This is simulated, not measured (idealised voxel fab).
process module | voxel capacitor over wiring
The width of the displayed cross-section, cut, is 240 nm; its cells are square, with a size of 5 nm.
Cross-section layout: square cells on a grid; listed as bands, top to bottom; a band spans one or more cell rows. Read a band's entry like this: the first values are the height of its top and the height of its bottom in nm, and what follows is the sequence of materials from left to right, each with its width in nm. Note that "blank" is empty space, and that a single material marked "full width" reaches across the band from edge to edge. We count height from 0. Below that, the starting wafer is all one material. The lowest band never ends at the bottom but goes on down; see "0..down" for how that is written. A two-number width, for instance "30->40", indicates that the width is equal to the first number in the top row of the band and to the second number in the bottom row, and that it changes by a constant amount per row of cells. Where the words "all unchanged" appear for a step, the cross-section shows no cell changed by that step; every cell remained as before. "Closed void table" means: voids of 8 cells or more that are shut off from the top with no open way through. Written width x height at distance, distance from the left edge, in nm. The remark found on a step's line after its settings is issued by the simulator itself and pertains to that step. overlay nm: how far to the right of its planned place the mask lay on this masked step (negative: to the left). Read the rest as pairs. Take the cross-section before one process step, then the cross-section after it, which shows only down to the lowest band that changed. Under the pair, find the step between them and its settings. Bear in mind that pairs may come from different runs of this module on the same starting wafer: link a pair to the pair above it only where its entry headed "Pre-step cross-section" says to.
Pre-step cross-section:
  90..80 = 75 nm blank, 65 nm aC, 100 nm blank
  80..75 = 75 nm blank, 65 nm TiN, 100 nm blank
  75..70 = 75 nm aC, 65 nm TiN, 100 nm aC
  70..65 = 75 nm aC, 65 nm HfO2, 100 nm aC
  65..55 = TiN full width
  55..35 = 75 nm lowk, 15 nm Ru, 150 nm lowk
  35..30 = 75 nm SiCN, 15 nm Ru, 150 nm SiCN
  30..15 = 60 nm SiO2, 5 nm TiN, 20 nm Cu, 5 nm TiN, 60 nm SiO2, 5 nm TiN, 20 nm Cu, 5 nm TiN, 60 nm SiO2
  15..10 = 60 nm SiCN, 30 nm TiN, 60 nm SiCN, 30 nm TiN, 60 nm SiCN
  10..0 = SiO2 full width
  0..down = Si full width
  Closed void table: none
After the Step:
  115..90 = 70 nm blank, 75 nm resist, 95 nm blank
  90..80 = 70 nm blank, 5 nm resist, 65 nm aC, 5 nm resist, 95 nm blank
  80..75 = 70 nm blank, 5 nm resist, 65 nm TiN, 5 nm resist, 95 nm blank
  Under the height 75 nothing was changed.
  Closed void table: none
What step was run between the cross-section before it and the cross-section after it, both above? PATTERN (tone cover; mask id LOWER_PLATE; material resist; width nm 75; thk nm 25; overlay nm 0)
Pre-step cross-section: identical to the post-step cross-section of the immediately preceding pair.
After the Step:
  105..90 = 70 nm blank, 75 nm resist, 95 nm blank
  90..80 = 70 nm blank, 5 nm resist, 65 nm aC, 5 nm resist, 95 nm blank
  80..75 = 70 nm blank, 5 nm resist, 65 nm TiN, 5 nm resist, 95 nm blank
  75..70 = 70 nm blank, 5 nm aC, 65 nm TiN, 5 nm aC, 95 nm blank
  70..65 = 70 nm blank, 5 nm aC, 65 nm HfO2, 5 nm aC, 95 nm blank
  Under the height 65 nothing was changed.
  Closed void table: none
What step was run between the cross-section before it and the cross-section after it, both above? DIRECTIONAL_ETCH (etch materials aC; depth nm 10)
Pre-step cross-section: identical to the post-step cross-section of the immediately preceding pair.
After the Step:
  90..80 = 75 nm blank, 65 nm aC, 100 nm blank
  80..75 = 75 nm blank, 65 nm TiN, 100 nm blank
  Under the height 75 nothing was changed.
  Closed void table: none
What step was run between the cross-section before it and the cross-section after it, both above? STRIP (etch materials resist)
Pre-step cross-section: identical to the post-step cross-section of the immediately preceding pair.
After the Step:
  90..80 = 75 nm blank, 65 nm aC, 100 nm blank
  80..75 = 75 nm blank, 65 nm TiN, 100 nm blank
  75..70 = 70 nm blank, 5 nm aC, 65 nm TiN, 5 nm aC, 95 nm blank
  70..65 = 70 nm blank, 5 nm aC, 65 nm HfO2, 5 nm aC, 95 nm blank
  65..55 = 70 nm blank, 75 nm TiN, 95 nm blank
  Under the height 55 nothing was changed.
  Closed void table: none
What step was run between the cross-section before it and the cross-section after it, both above? DIRECTIONAL_ETCH (etch materials TiN; depth nm 10)
Pre-step cross-section: identical to the post-step cross-section of the immediately preceding pair.
After the Step:
  80..70 = 75 nm blank, 65 nm TiN, 100 nm blank
  70..65 = 75 nm blank, 65 nm HfO2, 100 nm blank
  Under the height 65 nothing was changed.
  Closed void table: none
What step was run between the cross-section before it and the cross-section after it, both above? STRIP (etch materials aC)
Pre-step cross-section: identical to the post-step cross-section of the immediately preceding pair.
After the Step:
  100..80 = SiO2 full width
  80..70 = 75 nm SiO2, 65 nm TiN, 100 nm SiO2
  70..65 = 75 nm SiO2, 65 nm HfO2, 100 nm SiO2
  65..55 = 70 nm SiO2, 75 nm TiN, 95 nm SiO2
  Under the height 55 nothing was changed.
  Closed void table: none
What step was run between the cross-section before it and the cross-section after it, both above? FILL_DEP (material SiO2; thk nm 20)
Pre-step cross-section: identical to the post-step cross-section of the immediately preceding pair.
After the Step:
  110..100 = aC full width
  Under the height 100 nothing was changed.
  Closed void table: none
What step was run between the cross-section before it and the cross-section after it, both above? DIRECTIONAL_DEP (material aC; thk nm 10)
Pre-step cross-section: identical to the post-step cross-section of the immediately preceding pair.
After the Step:
  135..110 = 85 nm resist, 15 nm blank, 140 nm resist
  Under the height 110 nothing was changed.
  Closed void table: none
What step was run between the cross-section before it and the cross-section after it, both above? PATTERN (tone open; mask id PLUG_2; material resist; width nm 15; thk nm 25; overlay nm 0)
Pre-step cross-section: identical to the post-step cross-section of the immediately preceding pair.
After the Step:
  125..110 = 85 nm resist, 15 nm blank, 140 nm resist
  110..100 = 85 nm aC, 15 nm blank, 140 nm aC
  Under the height 100 nothing was changed.
  Closed void table: none
What step was run between the cross-section before it and the cross-section after it, both above? DIRECTIONAL_ETCH (etch materials aC; depth nm 10)
Pre-step cross-section: identical to the post-step cross-section of the immediately preceding pair.
After the Step:
  110..100 = 85 nm aC, 15 nm blank, 140 nm aC
  Under the height 100 nothing was changed.
  Closed void table: none
What step was run between the cross-section before it and the cross-section after it, both above? STRIP (etch materials resist)
Pre-step cross-section: identical to the post-step cross-section of the immediately preceding pair.
After the Step:
  110..100 = 85 nm aC, 15 nm blank, 140 nm aC
  100..85 = 85 nm SiO2, 15 nm blank, 140 nm SiO2
  Under the height 85 nothing was changed.
  Closed void table: none
What step was run between the cross-section before it and the cross-section after it, both above? DIRECTIONAL_ETCH (etch materials SiO2; depth nm 15)
Pre-step cross-section: identical to the post-step cross-section of the immediately preceding pair.
After the Step:
  100..85 = 85 nm SiO2, 15 nm blank, 140 nm SiO2
  Under the height 85 nothing was changed.
  Closed void table: none
What step was run between the cross-section before it and the cross-section after it, both above? STRIP (etch materials aC)
Pre-step cross-section: identical to the post-step cross-section of the immediately preceding pair.
After the Step:
  105..100 = 90 nm TiN, 5 nm blank, 145 nm TiN
  100..90 = 85 nm SiO2, 5 nm TiN, 5 nm blank, 5 nm TiN, 140 nm SiO2
  90..85 = 85 nm SiO2, 15 nm TiN, 140 nm SiO2
  Under the height 85 nothing was changed.
  Closed void table: none
What step was run between the cross-section before it and the cross-section after it, both above? CONFORMAL_DEP (material TiN; thk nm 5)
Pre-step cross-section: identical to the post-step cross-section of the immediately preceding pair.
After the Step:
  110..105 = Cu full width
  105..100 = 90 nm TiN, 5 nm Cu, 145 nm TiN
  100..90 = 85 nm SiO2, 5 nm TiN, 5 nm Cu, 5 nm TiN, 140 nm SiO2
  Under the height 90 nothing was changed.
  Closed void table: none
What step was run between the cross-section before it and the cross-section after it, both above? FILL_DEP (material Cu; thk nm 5)
Pre-step cross-section: identical to the post-step cross-section of the immediately preceding pair.
After the Step:
  100..90 = 85 nm SiO2, 5 nm TiN, 5 nm Cu, 5 nm TiN, 140 nm SiO2
  Under the height 90 nothing was changed.
  Closed void table: none
What step was run between the cross-section before it and the cross-section after it, both above? CMP (height nm 100)
Pre-step cross-section: identical to the post-step cross-section of the immediately preceding pair.
After the Step:
  105..100 = SiCN full width
  Under the height 100 nothing was changed.
  Closed void table: none
What step was run between the cross-section before it and the cross-section after it, both above? CONFORMAL_DEP (material SiCN; thk nm 5)
Pre-step cross-section:
  85..75 = TiN full width
  75..70 = HfO2 full width
  70..60 = TiN full width
  60..40 = 75 nm lowk, 15 nm Ru, 150 nm lowk
  40..35 = 75 nm SiCN, 15 nm Ru, 150 nm SiCN
  35..15 = 60 nm SiO2, 5 nm TiN, 20 nm Cu, 5 nm TiN, 60 nm SiO2, 5 nm TiN, 20 nm Cu, 5 nm TiN, 60 nm SiO2
  15..10 = 60 nm SiCN, 30 nm TiN, 60 nm SiCN, 30 nm TiN, 60 nm SiCN
  10..0 = SiO2 full width
  0..down = Si full width
  Closed void table: none
After the Step:
  105..85 = 80 nm blank, 55 nm resist, 105 nm blank
  Under the height 85 nothing was changed.
  Closed void table: none
What step was run between the cross-section before it and the cross-section after it, both above? PATTERN (tone cover; mask id UPPER_PLATE; material resist; width nm 55; thk nm 20; overlay nm 0)
Pre-step cross-section: identical to the post-step cross-section of the immediately preceding pair.
After the Step:
  105..85 = 80 nm blank, 55 nm resist, 105 nm blank
  85..75 = 80 nm blank, 55 nm TiN, 105 nm blank
  Under the height 75 nothing was changed.
  Closed void table: none
What step was run between the cross-section before it and the cross-section after it, both above? DIRECTIONAL_ETCH (etch materials TiN; depth nm 10)
Pre-step cross-section: identical to the post-step cross-section of the immediately preceding pair.
After the Step:
  105..85 = 80 nm blank, 55 nm resist, 105 nm blank
  85..75 = 80 nm blank, 55 nm TiN, 105 nm blank
  75..70 = 80 nm blank, 55 nm HfO2, 105 nm blank
  Under the height 70 nothing was changed.
  Closed void table: none
What step was run between the cross-section before it and the cross-section after it, both above? DIRECTIONAL_ETCH (etch materials HfO2; depth nm 5)
Pre-step cross-section: identical to the post-step cross-section of the immediately preceding pair.
After the Step:
  85..75 = 80 nm blank, 55 nm TiN, 105 nm blank
  Under the height 75 nothing was changed.
  Closed void table: none
What step was run between the cross-section before it and the cross-section after it, both above? STRIP (etch materials resist)
Pre-step cross-section: identical to the post-step cross-section of the immediately preceding pair.
After the Step:
  95..85 = 80 nm blank, 55 nm aC, 105 nm blank
  85..80 = 80 nm blank, 55 nm TiN, 105 nm blank
  80..75 = 80 nm aC, 55 nm TiN, 105 nm aC
  75..70 = 80 nm aC, 55 nm HfO2, 105 nm aC
  Under the height 70 nothing was changed.
  Closed void table: none
What step was run between the cross-section before it and the cross-section after it, both above? DIRECTIONAL_DEP (material aC; thk nm 10)
Pre-step cross-section: identical to the post-step cross-section of the immediately preceding pair.
After the Step:
  120..95 = 70 nm blank, 75 nm resist, 95 nm blank
  95..85 = 70 nm blank, 10 nm resist, 55 nm aC, 10 nm resist, 95 nm blank
  85..80 = 70 nm blank, 10 nm resist, 55 nm TiN, 10 nm resist, 95 nm blank
  Under the height 80 nothing was changed.
  Closed void table: none
What step was run between the cross-section before it and the cross-section after it, both above? PATTERN (tone cover; mask id LOWER_PLATE; material resist; width nm 75; thk nm 25; overlay nm 0)
Pre-step cross-section: identical to the post-step cross-section of the immediately preceding pair.
After the Step:
  110..95 = 70 nm blank, 75 nm resist, 95 nm blank
  95..85 = 70 nm blank, 10 nm resist, 55 nm aC, 10 nm resist, 95 nm blank
  85..80 = 70 nm blank, 10 nm resist, 55 nm TiN, 10 nm resist, 95 nm blank
  80..75 = 70 nm blank, 10 nm aC, 55 nm TiN, 10 nm aC, 95 nm blank
  75..70 = 70 nm blank, 10 nm aC, 55 nm HfO2, 10 nm aC, 95 nm blank
  Under the height 70 nothing was changed.
  Closed void table: none
What step was run between the cross-section before it and the cross-section after it, both above? DIRECTIONAL_ETCH (etch materials aC; depth nm 10)
Pre-step cross-section: identical to the post-step cross-section of the immediately preceding pair.
After the Step:
  95..85 = 80 nm blank, 55 nm aC, 105 nm blank
  85..80 = 80 nm blank, 55 nm TiN, 105 nm blank
  Under the height 80 nothing was changed.
  Closed void table: none
What step was run between the cross-section before it and the cross-section after it, both above? STRIP (etch materials resist)
Pre-step cross-section: identical to the post-step cross-section of the immediately preceding pair.
After the Step:
  95..85 = 80 nm blank, 55 nm aC, 105 nm blank
  85..80 = 80 nm blank, 55 nm TiN, 105 nm blank
  80..75 = 70 nm blank, 10 nm aC, 55 nm TiN, 10 nm aC, 95 nm blank
  75..70 = 70 nm blank, 10 nm aC, 55 nm HfO2, 10 nm aC, 95 nm blank
  70..60 = 70 nm blank, 75 nm TiN, 95 nm blank
  Under the height 60 nothing was changed.
  Closed void table: none
What step was run between the cross-section before it and the cross-section after it, both above? DIRECTIONAL_ETCH (etch materials TiN; depth nm 10)
Pre-step cross-section: identical to the post-step cross-section of the immediately preceding pair.
After the Step:
  85..75 = 80 nm blank, 55 nm TiN, 105 nm blank
  75..70 = 80 nm blank, 55 nm HfO2, 105 nm blank
  Under the height 70 nothing was changed.
  Closed void table: none
What step was run between the cross-section before it and the cross-section after it, both above? STRIP (etch materials aC)
Pre-step cross-section: identical to the post-step cross-section of the immediately preceding pair.
After the Step:
  105..85 = SiO2 full width
  85..75 = 80 nm SiO2, 55 nm TiN, 105 nm SiO2
  75..70 = 80 nm SiO2, 55 nm HfO2, 105 nm SiO2
  70..60 = 70 nm SiO2, 75 nm TiN, 95 nm SiO2
  Under the height 60 nothing was changed.
  Closed void table: none
What step was run between the cross-section before it and the cross-section after it, both above? FILL_DEP (material SiO2; thk nm 20)
Pre-step cross-section: identical to the post-step cross-section of the immediately preceding pair.
After the Step:
  100..85 = SiO2 full width
  Under the height 85 nothing was changed.
  Closed void table: none
What step was run between the cross-section before it and the cross-section after it, both above? CMP (height nm 100)
Pre-step cross-section: identical to the post-step cross-section of the immediately preceding pair.
After the Step:
  110..100 = aC full width
  Under the height 100 nothing was changed.
  Closed void table: none
What step was run between the cross-section before it and the cross-section after it, both above? DIRECTIONAL_DEP (material aC; thk nm 10)
Pre-step cross-section: identical to the post-step cross-section of the immediately preceding pair.
After the Step:
  135..110 = 85 nm resist, 15 nm blank, 140 nm resist
  Under the height 110 nothing was changed.
  Closed void table: none
What step was run between the cross-section before it and the cross-section after it, both above? PATTERN (tone open; mask id PLUG_2; material resist; width nm 15; thk nm 25; overlay nm 0)
Pre-step cross-section: identical to the post-step cross-section of the immediately preceding pair.
After the Step:
  125..110 = 85 nm resist, 15 nm blank, 140 nm resist
  110..100 = 85 nm aC, 15 nm blank, 140 nm aC
  Under the height 100 nothing was changed.
  Closed void table: none
What step was run between the cross-section before it and the cross-section after it, both above? DIRECTIONAL_ETCH (etch materials aC; depth nm 10)
Pre-step cross-section: identical to the post-step cross-section of the immediately preceding pair.
After the Step:
  110..100 = 85 nm aC, 15 nm blank, 140 nm aC
  Under the height 100 nothing was changed.
  Closed void table: none
What step was run between the cross-section before it and the cross-section after it, both above? STRIP (etch materials resist)
Pre-step cross-section: identical to the post-step cross-section of the immediately preceding pair.
After the Step:
  110..100 = 85 nm aC, 15 nm blank, 140 nm aC
  100..85 = 85 nm SiO2, 15 nm blank, 140 nm SiO2
  Under the height 85 nothing was changed.
  Closed void table: none
What step was run between the cross-section before it and the cross-section after it, both above? DIRECTIONAL_ETCH (etch materials SiO2; depth nm 15)
Pre-step cross-section: identical to the post-step cross-section of the immediately preceding pair.
After the Step:
  100..85 = 85 nm SiO2, 15 nm blank, 140 nm SiO2
  Under the height 85 nothing was changed.
  Closed void table: none
What step was run between the cross-section before it and the cross-section after it, both above? STRIP (etch materials aC)
Pre-step cross-section: identical to the post-step cross-section of the immediately preceding pair.
After the Step:
  105..100 = 90 nm TiN, 5 nm blank, 145 nm TiN
  100..90 = 85 nm SiO2, 5 nm TiN, 5 nm blank, 5 nm TiN, 140 nm SiO2
  90..85 = 85 nm SiO2, 15 nm TiN, 140 nm SiO2
  Under the height 85 nothing was changed.
  Closed void table: none
What step was run between the cross-section before it and the cross-section after it, both above? CONFORMAL_DEP (material TiN; thk nm 5)
Pre-step cross-section: identical to the post-step cross-section of the immediately preceding pair.
After the Step:
  110..105 = Cu full width
  105..100 = 90 nm TiN, 5 nm Cu, 145 nm TiN
  100..90 = 85 nm SiO2, 5 nm TiN, 5 nm Cu, 5 nm TiN, 140 nm SiO2
  Under the height 90 nothing was changed.
  Closed void table: none
What step was run between the cross-section before it and the cross-section after it, both above? FILL_DEP (material Cu; thk nm 5)
Pre-step cross-section: identical to the post-step cross-section of the immediately preceding pair.
After the Step:
  100..90 = 85 nm SiO2, 5 nm TiN, 5 nm Cu, 5 nm TiN, 140 nm SiO2
  Under the height 90 nothing was changed.
  Closed void table: none
What step was run between the cross-section before it and the cross-section after it, both above? CMP (height nm 100)
Pre-step cross-section: identical to the post-step cross-section of the immediately preceding pair.
After the Step:
  105..100 = SiCN full width
  Under the height 100 nothing was changed.
  Closed void table: none
What step was run between the cross-section before it and the cross-section after it, both above? CONFORMAL_DEP (material SiCN; thk nm 5)
Pre-step cross-section:
  70..60 = aC full width
  60..40 = lowk full width
  40..35 = SiCN full width
  35..15 = 60 nm SiO2, 5 nm TiN, 20 nm Cu, 5 nm TiN, 60 nm SiO2, 5 nm TiN, 20 nm Cu, 5 nm TiN, 60 nm SiO2
  15..10 = 60 nm SiCN, 30 nm TiN, 60 nm SiCN, 30 nm TiN, 60 nm SiCN
  10..0 = SiO2 full width
  0..down = Si full width
  Closed void table: none
After the Step:
  100..70 = 80 nm resist, 15 nm blank, 145 nm resist
  Under the height 70 nothing was changed.
  Closed void table: none
What step was run between the cross-section before it and the cross-section after it, both above? PATTERN (tone open; mask id PLUG_1; material resist; width nm 15; thk nm 30; overlay nm 5)
Pre-step cross-section: identical to the post-step cross-section of the immediately preceding pair.
After the Step:
  90..70 = 80 nm resist, 15 nm blank, 145 nm resist
  70..60 = 80 nm aC, 15 nm blank, 145 nm aC
  Under the height 60 nothing was changed.
  Closed void table: none
What step was run between the cross-section before it and the cross-section after it, both above? DIRECTIONAL_ETCH (etch materials aC; depth nm 10)
Pre-step cross-section: identical to the post-step cross-section of the immediately preceding pair.
After the Step:
  70..60 = 80 nm aC, 15 nm blank, 145 nm aC
  Under the height 60 nothing was changed.
  Closed void table: none
What step was run between the cross-section before it and the cross-section after it, both above? STRIP (etch materials resist)
Pre-step cross-section: identical to the post-step cross-section of the immediately preceding pair.
After the Step:
  70..60 = 80 nm aC, 15 nm blank, 145 nm aC
  60..40 = 80 nm lowk, 15 nm blank, 145 nm lowk
  Under the height 40 nothing was changed.
  Closed void table: none
What step was run between the cross-section before it and the cross-section after it, both above? DIRECTIONAL_ETCH (etch materials lowk; depth nm 20)
Pre-step cross-section: identical to the post-step cross-section of the immediately preceding pair.
After the Step:
  70..60 = 80 nm aC, 15 nm blank, 145 nm aC
  60..40 = 80 nm lowk, 15 nm blank, 145 nm lowk
  40..35 = 80 nm SiCN, 15 nm blank, 145 nm SiCN
  Under the height 35 nothing was changed.
  Closed void table: none
What step was run between the cross-section before it and the cross-section after it, both above? DIRECTIONAL_ETCH (etch materials SiCN; depth nm 5)
Pre-step cross-section: identical to the post-step cross-section of the immediately preceding pair.
After the Step:
  60..40 = 80 nm lowk, 15 nm blank, 145 nm lowk
  Under the height 40 nothing was changed.
  Closed void table: none
What step was run between the cross-section before it and the cross-section after it, both above? STRIP (etch materials aC)
Pre-step cross-section: identical to the post-step cross-section of the immediately preceding pair.
After the Step:
  60..45 = 80 nm lowk, 15 nm blank, 145 nm lowk
  45..40 = 80 nm lowk, 15 nm Ru, 145 nm lowk
  40..35 = 80 nm SiCN, 15 nm Ru, 145 nm SiCN
  Under the height 35 nothing was changed.
  Closed void table: none
What step was run between the cross-section before it and the cross-section after it, both above? EPI (material Ru; thk nm 10)
Pre-step cross-section: identical to the post-step cross-section of the immediately preceding pair.
After the Step:
  60..55 = 80 nm lowk, 15 nm blank, 145 nm lowk
  55..40 = 80 nm lowk, 15 nm Ru, 145 nm lowk
  Under the height 40 nothing was changed.
  Closed void table: none
What step was run between the cross-section before it and the cross-section after it, both above? EPI (material Ru; thk nm 10)
Pre-step cross-section: identical to the post-step cross-section of the immediately preceding pair.
After the Step:
  60..40 = 80 nm lowk, 15 nm Ru, 145 nm lowk
  Under the height 40 nothing was changed.
  Closed void table: none
What step was run between the cross-section before it and the cross-section after it, both above? EPI (material Ru; thk nm 5)
Pre-step cross-section: identical to the post-step cross-section of the immediately preceding pair.
After the Step:
  70..60 = TiN full width
  Under the height 60 nothing was changed.
  Closed void table: none
What step was run between the cross-section before it and the cross-section after it, both above? DIRECTIONAL_DEP (material TiN; thk nm 10)
Pre-step cross-section: identical to the post-step cross-section of the immediately preceding pair.
After the Step:
  75..70 = HfO2 full width
  Under the height 70 nothing was changed.
  Closed void table: none
What step was run between the cross-section before it and the cross-section after it, both above? DIRECTIONAL_DEP (material HfO2; thk nm 5)
Pre-step cross-section: identical to the post-step cross-section of the immediately preceding pair.
After the Step:
  85..75 = TiN full width
  Under the height 75 nothing was changed.
  Closed void table: none
What step was run between the cross-section before it and the cross-section after it, both above? DIRECTIONAL_DEP (material TiN; thk nm 10)
Pre-step cross-section: identical to the post-step cross-section of the immediately preceding pair.
After the Step:
  105..85 = 75 nm blank, 65 nm resist, 100 nm blank
  Under the height 85 nothing was changed.
  Closed void table: none
What step was run between the cross-section before it and the cross-section after it, both above? PATTERN (tone cover; mask id UPPER_PLATE; material resist; width nm 65; thk nm 20; overlay nm 0)
Pre-step cross-section: identical to the post-step cross-section of the immediately preceding pair.
After the Step:
  105..85 = 75 nm blank, 65 nm resist, 100 nm blank
  85..75 = 75 nm blank, 65 nm TiN, 100 nm blank
  Under the height 75 nothing was changed.
  Closed void table: none
What step was run between the cross-section before it and the cross-section after it, both above? DIRECTIONAL_ETCH (etch materials TiN; depth nm 10)
Pre-step cross-section: identical to the post-step cross-section of the immediately preceding pair.
After the Step:
  105..85 = 75 nm blank, 65 nm resist, 100 nm blank
  85..75 = 75 nm blank, 65 nm TiN, 100 nm blank
  75..70 = 75 nm blank, 65 nm HfO2, 100 nm blank
  Under the height 70 nothing was changed.
  Closed void table: none
What step was run between the cross-section before it and the cross-section after it, both above? DIRECTIONAL_ETCH (etch materials HfO2; depth nm 5)
Pre-step cross-section: identical to the post-step cross-section of the immediately preceding pair.
After the Step:
  85..75 = 75 nm blank, 65 nm TiN, 100 nm blank
  Under the height 75 nothing was changed.
  Closed void table: none
What step was run between the cross-section before it and the cross-section after it, both above? STRIP (etch materials resist)
Pre-step cross-section: identical to the post-step cross-section of the immediately preceding pair.
After the Step:
  95..85 = 75 nm blank, 65 nm aC, 100 nm blank
  85..80 = 75 nm blank, 65 nm TiN, 100 nm blank
  80..75 = 75 nm aC, 65 nm TiN, 100 nm aC
  75..70 = 75 nm aC, 65 nm HfO2, 100 nm aC
  Under the height 70 nothing was changed.
  Closed void table: none
What step was run between the cross-section before it and the cross-section after it, both above? DIRECTIONAL_DEP (material aC; thk nm 10)
Pre-step cross-section: identical to the post-step cross-section of the immediately preceding pair.
After the Step:
  120..95 = 70 nm blank, 75 nm resist, 95 nm blank
  95..85 = 70 nm blank, 5 nm resist, 65 nm aC, 5 nm resist, 95 nm blank
  85..80 = 70 nm blank, 5 nm resist, 65 nm TiN, 5 nm resist, 95 nm blank
  Under the height 80 nothing was changed.
  Closed void table: none
What step was run between the cross-section before it and the cross-section after it, both above? PATTERN (tone cover; mask id LOWER_PLATE; material resist; width nm 75; thk nm 25; overlay nm 0)
Pre-step cross-section: identical to the post-step cross-section of the immediately preceding pair.
After the Step:
  110..95 = 70 nm blank, 75 nm resist, 95 nm blank
  95..85 = 70 nm blank, 5 nm resist, 65 nm aC, 5 nm resist, 95 nm blank
  85..80 = 70 nm blank, 5 nm resist, 65 nm TiN, 5 nm resist, 95 nm blank
  80..75 = 70 nm blank, 5 nm aC, 65 nm TiN, 5 nm aC, 95 nm blank
  75..70 = 70 nm blank, 5 nm aC, 65 nm HfO2, 5 nm aC, 95 nm blank
  Under the height 70 nothing was changed.
  Closed void table: none
What step was run between the cross-section before it and the cross-section after it, both above? DIRECTIONAL_ETCH (etch materials aC; depth nm 10)
Pre-step cross-section: identical to the post-step cross-section of the immediately preceding pair.
After the Step:
  95..85 = 75 nm blank, 65 nm aC, 100 nm blank
  85..80 = 75 nm blank, 65 nm TiN, 100 nm blank
  Under the height 80 nothing was changed.
  Closed void table: none
What step was run between the cross-section before it and the cross-section after it, both above? STRIP (etch materials resist)
Pre-step cross-section: identical to the post-step cross-section of the immediately preceding pair.
After the Step:
  95..85 = 75 nm blank, 65 nm aC, 100 nm blank
  85..80 = 75 nm blank, 65 nm TiN, 100 nm blank
  80..75 = 70 nm blank, 5 nm aC, 65 nm TiN, 5 nm aC, 95 nm blank
  75..70 = 70 nm blank, 5 nm aC, 65 nm HfO2, 5 nm aC, 95 nm blank
  70..60 = 70 nm blank, 75 nm TiN, 95 nm blank
  Under the height 60 nothing was changed.
  Closed void table: none
What step was run between the cross-section before it and the cross-section after it, both above? DIRECTIONAL_ETCH (etch materials TiN; depth nm 10)
Pre-step cross-section: identical to the post-step cross-section of the immediately preceding pair.
After the Step:
  85..75 = 75 nm blank, 65 nm TiN, 100 nm blank
  75..70 = 75 nm blank, 65 nm HfO2, 100 nm blank
  Under the height 70 nothing was changed.
  Closed void table: none
What step was run between the cross-section before it and the cross-section after it, both above? STRIP (etch materials aC)
Pre-step cross-section: identical to the post-step cross-section of the immediately preceding pair.
After the Step:
  105..85 = SiO2 full width
  85..75 = 75 nm SiO2, 65 nm TiN, 100 nm SiO2
  75..70 = 75 nm SiO2, 65 nm HfO2, 100 nm SiO2
  70..60 = 70 nm SiO2, 75 nm TiN, 95 nm SiO2
  Under the height 60 nothing was changed.
  Closed void table: none
What step was run between the cross-section before it and the cross-section after it, both above? FILL_DEP (material SiO2; thk nm 20)
Pre-step cross-section: identical to the post-step cross-section of the immediately preceding pair.
After the Step:
  100..85 = SiO2 full width
  Under the height 85 nothing was changed.
  Closed void table: none
What step was run between the cross-section before it and the cross-section after it, both above? CMP (height nm 100)
Pre-step cross-section: identical to the post-step cross-section of the immediately preceding pair.
After the Step:
  110..100 = aC full width
  Under the height 100 nothing was changed.
  Closed void table: none
What step was run between the cross-section before it and the cross-section after it, both above? DIRECTIONAL_DEP (material aC; thk nm 10)
Pre-step cross-section: identical to the post-step cross-section of the immediately preceding pair.
After the Step:
  135..110 = 85 nm resist, 15 nm blank, 140 nm resist
  Under the height 110 nothing was changed.
  Closed void table: none
What step was run between the cross-section before it and the cross-section after it, both above? PATTERN (tone open; mask id PLUG_2; material resist; width nm 15; thk nm 25; overlay nm 0)
Pre-step cross-section: identical to the post-step cross-section of the immediately preceding pair.
After the Step:
  125..110 = 85 nm resist, 15 nm blank, 140 nm resist
  110..100 = 85 nm aC, 15 nm blank, 140 nm aC
  Under the height 100 nothing was changed.
  Closed void table: none
What step was run between the cross-section before it and the cross-section after it, both above? DIRECTIONAL_ETCH (etch materials aC; depth nm 10)
Pre-step cross-section: identical to the post-step cross-section of the immediately preceding pair.
After the Step:
  110..100 = 85 nm aC, 15 nm blank, 140 nm aC
  Under the height 100 nothing was changed.
  Closed void table: none
What step was run between the cross-section before it and the cross-section after it, both above? STRIP (etch materials resist)
Pre-step cross-section: identical to the post-step cross-section of the immediately preceding pair.
After the Step:
  110..100 = 85 nm aC, 15 nm blank, 140 nm aC
  100..85 = 85 nm SiO2, 15 nm blank, 140 nm SiO2
  Under the height 85 nothing was changed.
  Closed void table: none
What step was run between the cross-section before it and the cross-section after it, both above? DIRECTIONAL_ETCH (etch materials SiO2; depth nm 15)
Pre-step cross-section: identical to the post-step cross-section of the immediately preceding pair.
After the Step:
  100..85 = 85 nm SiO2, 15 nm blank, 140 nm SiO2
  Under the height 85 nothing was changed.
  Closed void table: none
What step was run between the cross-section before it and the cross-section after it, both above? STRIP (etch materials aC)
Pre-step cross-section: identical to the post-step cross-section of the immediately preceding pair.
After the Step:
  105..100 = 90 nm TiN, 5 nm blank, 145 nm TiN
  100..90 = 85 nm SiO2, 5 nm TiN, 5 nm blank, 5 nm TiN, 140 nm SiO2
  90..85 = 85 nm SiO2, 15 nm TiN, 140 nm SiO2
  Under the height 85 nothing was changed.
  Closed void table: none
What step was run between the cross-section before it and the cross-section after it, both above? CONFORMAL_DEP (material TiN; thk nm 5)
Pre-step cross-section: identical to the post-step cross-section of the immediately preceding pair.
After the Step:
  110..105 = Cu full width
  105..100 = 90 nm TiN, 5 nm Cu, 145 nm TiN
  100..90 = 85 nm SiO2, 5 nm TiN, 5 nm Cu, 5 nm TiN, 140 nm SiO2
  Under the height 90 nothing was changed.
  Closed void table: none
What step was run between the cross-section before it and the cross-section after it, both above? FILL_DEP (material Cu; thk nm 5)
Pre-step cross-section: identical to the post-step cross-section of the immediately preceding pair.
After the Step:
  100..90 = 85 nm SiO2, 5 nm TiN, 5 nm Cu, 5 nm TiN, 140 nm SiO2
  Under the height 90 nothing was changed.
  Closed void table: none
What step was run between the cross-section before it and the cross-section after it, both above? CMP (height nm 100)
Pre-step cross-section: identical to the post-step cross-section of the immediately preceding pair.
After the Step:
  105..100 = SiCN full width
  Under the height 100 nothing was changed.
  Closed void table: none
What step was run between the cross-section before it and the cross-section after it, both above? CONFORMAL_DEP (material SiCN; thk nm 5)
Pre-step cross-section:
  60..40 = lowk full width
  40..35 = SiCN full width
  35..15 = 60 nm SiO2, 5 nm TiN, 20 nm Cu, 5 nm TiN, 60 nm SiO2, 5 nm TiN, 20 nm Cu, 5 nm TiN, 60 nm SiO2
  15..10 = 60 nm SiCN, 30 nm TiN, 60 nm SiCN, 30 nm TiN, 60 nm SiCN
  10..0 = SiO2 full width
  0..down = Si full width
  Closed void table: none
After the Step:
  70..60 = HfO2 full width
  Under the height 60 nothing was changed.
  Closed void table: none
What step was run between the cross-section before it and the cross-section after it, both above? DIRECTIONAL_DEP (material HfO2; thk nm 10)
Pre-step cross-section: identical to the post-step cross-section of the immediately preceding pair.
After the Step:
  100..70 = 75 nm resist, 15 nm blank, 150 nm resist
  Under the height 70 nothing was changed.
  Closed void table: none
What step was run between the cross-section before it and the cross-section after it, both above? PATTERN (tone open; mask id PLUG_1; material resist; width nm 15; thk nm 30; overlay nm 0)
Pre-step cross-section: identical to the post-step cross-section of the immediately preceding pair.
After the Step:
  90..70 = 75 nm resist, 15 nm blank, 150 nm resist
  Under the height 70 nothing was changed.
  Closed void table: none
What step was run between the cross-section before it and the cross-section after it, both above? DIRECTIONAL_ETCH (etch materials aC; depth nm 10)
